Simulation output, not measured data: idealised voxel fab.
The following is a process module called voxel ribs on slabs.
Xsec cut, 195 nm wide, square cell size 5 nm.
In what follows, cross-sections appear as grids of square cells, described through bands that run from the top down, where every band is one or more rows of cells.
Read a band's entry like this: the first values are the height of its top and the height of its bottom in nm, and what follows is the sequence of materials from left to right, each with its width in nm. Note that "blank" is empty space, and that a single material marked "everywhere" reaches across the band from edge to edge.
Height 0 is the level under which the wafer as received is all one material. The lowest band goes on downwards, as in "0 -> down".
Note: "30->40" means the width goes from the first number (top row of the band) to the second number (bottom row) in equal steps per row of cells.
"no change occurred" (step): cross-section cells unchanged, all of them.
"Closed empty spaces" means: voids of 8 cells or more that are shut off from the top with no open way through. Written width x height at distance, distance from the left edge, in nm.
Where a step's line continues beyond its settings, the continuation is a remark by the simulator itself on that step.
overlay nm: on a step with a mask, how far right of its planned place the mask lay; negative means left.

[This section lists the process steps that were planned]
1. RECEIVE | material Si
2. DIRECTIONAL_DEP | material SiO2 | thk nm 20
3. DIRECTIONAL_DEP | material polySi | thk nm 15
4. MASKED_ETCH | tone cover | mask id RIB | width nm 15 | etch materials polySi | depth nm 5 | overlay nm 0
5. DIRECTIONAL_DEP | material aC | thk nm 15
6. PATTERN | tone cover | mask id SLAB | material resist | width nm 55 | thk nm 35 | overlay nm 0
7. DIRECTIONAL_ETCH | etch materials aC | depth nm 15
8. STRIP | etch materials resist
9. DIRECTIONAL_ETCH | etch materials polySi | depth nm 10
10. STRIP | etch materials aC
11. FILL_DEP | material SiO2 | thk nm 30
12. CMP | height nm 55
13. DIRECTIONAL_DEP | material TiN | thk nm 5
14. DIRECTIONAL_DEP | material aC | thk nm 15
15. PATTERN | tone cover | mask id HEATER | material resist | width nm 25 | thk nm 30 | overlay nm 0
16. DIRECTIONAL_ETCH | etch materials aC | depth nm 15
17. STRIP | etch materials resist
18. DIRECTIONAL_ETCH | etch materials TiN | depth nm 5
19. STRIP | etch materials aC
20. CONFORMAL_DEP | material SiN | thk nm 5

[As-received wafer cross-section (after step 1)]
> 0 -> down | Si everywhere
> Closed empty spaces: none

[The first of the two wafers as seen in cross-section once the module was finished; processing followed the plan]
> 65 -> 60 | blank 80; SiN 35; blank 80
> 60 -> 55 | SiN 85; TiN 25; SiN 85
> 55 -> 35 | SiO2 everywhere
> 35 -> 30 | SiO2 90; polySi 15; SiO2 90
> 30 -> 20 | SiO2 70; polySi 55; SiO2 70
> 20 -> 0 | SiO2 everywhere
> 0 -> down | Si everywhere
> Closed empty spaces: none

[Wafer two (of two), end-of-module cross-section: start = wafer one, plan = wafer one, one run mistake]
> 65 -> 60 | SiN 90; blank 15; SiN 90
> 60 -> 55 | TiN 85; SiN 25; TiN 85
> 55 -> 35 | SiO2 everywhere
> 35 -> 30 | SiO2 90; polySi 15; SiO2 90
> 30 -> 20 | SiO2 70; polySi 55; SiO2 70
> 20 -> 0 | SiO2 everywhere
> 0 -> down | Si everywhere
> Closed empty spaces: none
So what did we get wrong on this run? note that step 15 departed from the planned setting and was carried out as PATTERN | tone open | mask id HEATER | material resist | width nm 25 | thk nm 30 | overlay nm 0
End check, counted in cells, second wafer has more or fewer of these materials than the first: +29 TiN
